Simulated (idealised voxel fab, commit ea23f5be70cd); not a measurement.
Herein follows the process module entitled voxel self aligned vias.
Square cell edge 5 nm, section width 290 nm, ID cut.
The cross-sections in this document take the form of a grid made of square cells. They are written out as bands, in order from top to bottom. Each band consists of one or more rows of cells.
Look at the band entry: it leads with the top's height and the bottom's height in nm. Then it lists the materials left to right, with a width in nm for each. The word "full width" on a single material says that material fills the band edge to edge. The word "air" is empty space.
Heights are expressed relative to 0, this being the level below which the as-received wafer comprises one material exclusively. The lowest band is unbounded in the downward direction and is denoted as in "0 and below".
With a width like "30 to 40", each row of cells in the band differs from the next by the same amount, the top row carrying the first number and the bottom row the second.
"changes: none" (step): cross-section cells unchanged, all of them.
So "Encapsulated voids" is basically the list of trapped voids: any empty space of 8 cells or more that can't reach the top through an opening. They're written width x height at distance, the distance being from the left edge, and it's all nm.
Whatever follows a step's settings on its line is a remark the simulator itself makes about that step.
overlay nm: mask right of planned place by this much (step with mask). Neg. = left.
-- Below is the list of planned process steps
1 RECEIVE [material Si]
2 CONFORMAL_DEP [material SiO2] [thk nm 15]
3 CONFORMAL_DEP [material SiCN] [thk nm 5]
4 DIRECTIONAL_DEP [material SiO2] [thk nm 30]
5 PATTERN [tone open] [mask id LINES] [material resist] [width nm 30] [pitch nm 60] [thk nm 20] [overlay nm 0]
6 DIRECTIONAL_ETCH [etch materials SiO2] [depth nm 30]
7 STRIP [etch materials resist]
8 CONFORMAL_DEP [material TiN] [thk nm 5]
9 FILL_DEP [material Ru] [thk nm 5]
10 CMP [height nm 50]
11 SELECTIVE_ETCH [etch materials W Ru TiN] [depth nm 10]
12 FILL_DEP [material SiN] [thk nm 10]
13 CMP [height nm 50]
14 DIRECTIONAL_DEP [material SiO2] [thk nm 20]
15 PATTERN [tone open] [mask id VIAS] [material resist] [width nm 40] [pitch nm 60] [thk nm 20] [overlay nm 0]
16 DIRECTIONAL_ETCH [etch materials SiO2] [depth nm 20]
17 DIRECTIONAL_ETCH [etch materials SiN] [depth nm 10]
18 STRIP [etch materials resist]
19 CONFORMAL_DEP [material TiN] [thk nm 5]
20 FILL_DEP [material Ru] [thk nm 5]
21 CMP [height nm 70]
22 CONFORMAL_DEP [material SiN] [thk nm 5]
-- First of two wafers - as planned
-- Cross-section of the wafer at receipt, which is the condition after step 1
	0 and below | Si full width
	Encapsulated voids: none
-- Wafer after step 2 (cross-section)
	15 down to 0 | SiO2 full width
	Note: structure below 0 unchanged.
-- Wafer after step 3 (cross-section)
	20 down to 15 | SiCN full width
	Note: structure below 15 unchanged.
-- Wafer after step 4 (cross-section)
	50 down to 20 | SiO2 full width
	Note: structure below 20 unchanged.
-- Wafer after step 5 (cross-section)
	70 down to 50 | resist 100, then air 30, then resist 30, then air 30, then resist 100
	Note: structure below 50 unchanged.
-- Wafer after step 6 (cross-section)
	70 down to 50 | resist 100, then air 30, then resist 30, then air 30, then resist 100
	50 down to 20 | SiO2 100, then air 30, then SiO2 30, then air 30, then SiO2 100
	Note: structure below 20 unchanged.
-- Wafer after step 7 (cross-section)
	50 down to 20 | SiO2 100, then air 30, then SiO2 30, then air 30, then SiO2 100
	Note: structure below 20 unchanged.
-- Wafer after step 8 (cross-section)
	55 down to 50 | TiN 105, then air 20, then TiN 40, then air 20, then TiN 105
	50 down to 25 | SiO2 100, then TiN 5, then air 20, then TiN 5, then SiO2 30, then TiN 5, then air 20, then TiN 5, then SiO2 100
	25 down to 20 | SiO2 100, then TiN 30, then SiO2 30, then TiN 30, then SiO2 100
	Note: structure below 20 unchanged.
-- Wafer after step 9 (cross-section)
	60 down to 55 | Ru full width
	55 down to 50 | TiN 105, then Ru 20, then TiN 40, then Ru 20, then TiN 105
	50 down to 25 | SiO2 100, then TiN 5, then Ru 20, then TiN 5, then SiO2 30, then TiN 5, then Ru 20, then TiN 5, then SiO2 100
	Note: structure below 25 unchanged.
-- Wafer after step 10 (cross-section)
	50 down to 25 | SiO2 100, then TiN 5, then Ru 20, then TiN 5, then SiO2 30, then TiN 5, then Ru 20, then TiN 5, then SiO2 100
	Note: structure below 25 unchanged.
-- Wafer after step 11 (cross-section)
	50 down to 40 | SiO2 100, then air 30, then SiO2 30, then air 30, then SiO2 100
	Note: structure below 40 unchanged.
-- Wafer after step 12 (cross-section)
	60 down to 50 | SiN full width
	50 down to 40 | SiO2 100, then SiN 30, then SiO2 30, then SiN 30, then SiO2 100
	Note: structure below 40 unchanged.
-- Wafer after step 13 (cross-section)
	50 down to 40 | SiO2 100, then SiN 30, then SiO2 30, then SiN 30, then SiO2 100
	Note: structure below 40 unchanged.
-- Wafer after step 14 (cross-section)
	70 down to 50 | SiO2 full width
	Note: structure below 50 unchanged.
-- Wafer after step 15 (cross-section)
	90 down to 70 | resist 95, then air 40, then resist 20, then air 40, then resist 95
	Note: structure below 70 unchanged.
-- Wafer after step 16 (cross-section)
	90 down to 70 | resist 95, then air 40, then resist 20, then air 40, then resist 95
	70 down to 50 | SiO2 95, then air 40, then SiO2 20, then air 40, then SiO2 95
	Note: structure below 50 unchanged.
-- Wafer after step 17 (cross-section)
	90 down to 70 | resist 95, then air 40, then resist 20, then air 40, then resist 95
	70 down to 50 | SiO2 95, then air 40, then SiO2 20, then air 40, then SiO2 95
	50 down to 40 | SiO2 100, then air 30, then SiO2 30, then air 30, then SiO2 100
	Note: structure below 40 unchanged.
-- Wafer after step 18 (cross-section)
	70 down to 50 | SiO2 95, then air 40, then SiO2 20, then air 40, then SiO2 95
	Note: structure below 50 unchanged.
-- Wafer after step 19 (cross-section)
	75 down to 70 | TiN 100, then air 30, then TiN 30, then air 30, then TiN 100
	70 down to 55 | SiO2 95, then TiN 5, then air 30, then TiN 5, then SiO2 20, then TiN 5, then air 30, then TiN 5, then SiO2 95
	55 down to 45 | SiO2 95 to 100, then TiN 10 to 5, then air 20, then TiN 10 to 5, then SiO2 20 to 30, then TiN 10 to 5, then air 20, then TiN 10 to 5, then SiO2 95 to 100
	45 down to 40 | SiO2 100, then TiN 30, then SiO2 30, then TiN 30, then SiO2 100
	Note: structure below 40 unchanged.
-- Wafer after step 20 (cross-section)
	80 down to 75 | Ru full width
	75 down to 70 | TiN 100, then Ru 30, then TiN 30, then Ru 30, then TiN 100
	70 down to 55 | SiO2 95, then TiN 5, then Ru 30, then TiN 5, then SiO2 20, then TiN 5, then Ru 30, then TiN 5, then SiO2 95
	55 down to 45 | SiO2 95 to 100, then TiN 10 to 5, then Ru 20, then TiN 10 to 5, then SiO2 20 to 30, then TiN 10 to 5, then Ru 20, then TiN 10 to 5, then SiO2 95 to 100
	Note: structure below 45 unchanged.
-- Wafer after step 21 (cross-section)
	70 down to 55 | SiO2 95, then TiN 5, then Ru 30, then TiN 5, then SiO2 20, then TiN 5, then Ru 30, then TiN 5, then SiO2 95
	Note: structure below 55 unchanged.
-- Wafer after step 22 (cross-section)
	75 down to 70 | SiN full width
	Note: structure below 70 unchanged.
-- Second wafer - shared start and plan with the first - one error in running - same as the first up to step 3 inclusive
-- Cross-sectional view of the second wafer at the intended end time of process step 4
	40 down to 20 | SiO2 full width
	Note: structure below 20 unchanged.
-- Cross-sectional view of the second wafer at the intended end time of process step 5
	60 down to 40 | resist 100, then air 30, then resist 30, then air 30, then resist 100
	Note: structure below 40 unchanged.
-- Cross-sectional view of the second wafer at the intended end time of process step 6
	60 down to 40 | resist 100, then air 30, then resist 30, then air 30, then resist 100
	40 down to 20 | SiO2 100, then air 30, then SiO2 30, then air 30, then SiO2 100
	Note: structure below 20 unchanged.
-- Cross-sectional view of the second wafer at the intended end time of process step 7
	40 down to 20 | SiO2 100, then air 30, then SiO2 30, then air 30, then SiO2 100
	Note: structure below 20 unchanged.
-- Cross-sectional view of the second wafer at the intended end time of process step 8
	45 down to 40 | TiN 105, then air 20, then TiN 40, then air 20, then TiN 105
	40 down to 25 | SiO2 100, then TiN 5, then air 20, then TiN 5, then SiO2 30, then TiN 5, then air 20, then TiN 5, then SiO2 100
	25 down to 20 | SiO2 100, then TiN 30, then SiO2 30, then TiN 30, then SiO2 100
	Note: structure below 20 unchanged.
-- Cross-sectional view of the second wafer at the intended end time of process step 9
	50 down to 45 | Ru full width
	45 down to 40 | TiN 105, then Ru 20, then TiN 40, then Ru 20, then TiN 105
	40 down to 25 | SiO2 100, then TiN 5, then Ru 20, then TiN 5, then SiO2 30, then TiN 5, then Ru 20, then TiN 5, then SiO2 100
	Note: structure below 25 unchanged.
Cross-sectional view of the second wafer at the intended end time of process step 10: changes: none
-- Cross-sectional view of the second wafer at the intended end time of process step 11
	40 down to 25 | SiO2 100, then TiN 5, then Ru 20, then TiN 5, then SiO2 30, then TiN 5, then Ru 20, then TiN 5, then SiO2 100
	Note: structure below 25 unchanged.
-- Cross-sectional view of the second wafer at the intended end time of process step 12
	50 down to 40 | SiN full width
	Note: structure below 40 unchanged.
Cross-sectional view of the second wafer at the intended end time of process step 13: changes: none
-- Cross-sectional view of the second wafer at the intended end time of process step 14
	70 down to 50 | SiO2 full width
	Note: structure below 50 unchanged.
-- Cross-sectional view of the second wafer at the intended end time of process step 15
	90 down to 70 | resist 95, then air 40, then resist 20, then air 40, then resist 95
	Note: structure below 70 unchanged.
-- Cross-sectional view of the second wafer at the intended end time of process step 16
	90 down to 70 | resist 95, then air 40, then resist 20, then air 40, then resist 95
	70 down to 50 | SiO2 95, then air 40, then SiO2 20, then air 40, then SiO2 95
	Note: structure below 50 unchanged.
-- Cross-sectional view of the second wafer at the intended end time of process step 17
	90 down to 70 | resist 95, then air 40, then resist 20, then air 40, then resist 95
	70 down to 50 | SiO2 95, then air 40, then SiO2 20, then air 40, then SiO2 95
	50 down to 40 | SiN 95, then air 40, then SiN 20, then air 40, then SiN 95
	Note: structure below 40 unchanged.
-- Cross-sectional view of the second wafer at the intended end time of process step 18
	70 down to 50 | SiO2 95, then air 40, then SiO2 20, then air 40, then SiO2 95
	Note: structure below 50 unchanged.
-- Cross-sectional view of the second wafer at the intended end time of process step 19
	75 down to 70 | TiN 100, then air 30, then TiN 30, then air 30, then TiN 100
	70 down to 50 | SiO2 95, then TiN 5, then air 30, then TiN 5, then SiO2 20, then TiN 5, then air 30, then TiN 5, then SiO2 95
	50 down to 45 | SiN 95, then TiN 5, then air 30, then TiN 5, then SiN 20, then TiN 5, then air 30, then TiN 5, then SiN 95
	45 down to 40 | SiN 95, then TiN 40, then SiN 20, then TiN 40, then SiN 95
	Note: structure below 40 unchanged.
-- Cross-sectional view of the second wafer at the intended end time of process step 20
	80 down to 75 | Ru full width
	75 down to 70 | TiN 100, then Ru 30, then TiN 30, then Ru 30, then TiN 100
	70 down to 50 | SiO2 95, then TiN 5, then Ru 30, then TiN 5, then SiO2 20, then TiN 5, then Ru 30, then TiN 5, then SiO2 95
	50 down to 45 | SiN 95, then TiN 5, then Ru 30, then TiN 5, then SiN 20, then TiN 5, then Ru 30, then TiN 5, then SiN 95
	Note: structure below 45 unchanged.
-- Cross-sectional view of the second wafer at the intended end time of process step 21
	70 down to 50 | SiO2 95, then TiN 5, then Ru 30, then TiN 5, then SiO2 20, then TiN 5, then Ru 30, then TiN 5, then SiO2 95
	Note: structure below 50 unchanged.
-- Cross-sectional view of the second wafer at the intended end time of process step 22
	75 down to 70 | SiN full width
	Note: structure below 70 unchanged.
The plan and the run diverged here: step 4 off recipe, ran as DIRECTIONAL_DEP [material SiO2] [thk nm 20]
Final comparison by cell count, materials where the second wafer has more or fewer than the first: 8 more of Ru, 84 more of SiN, 92 fewer of SiO2
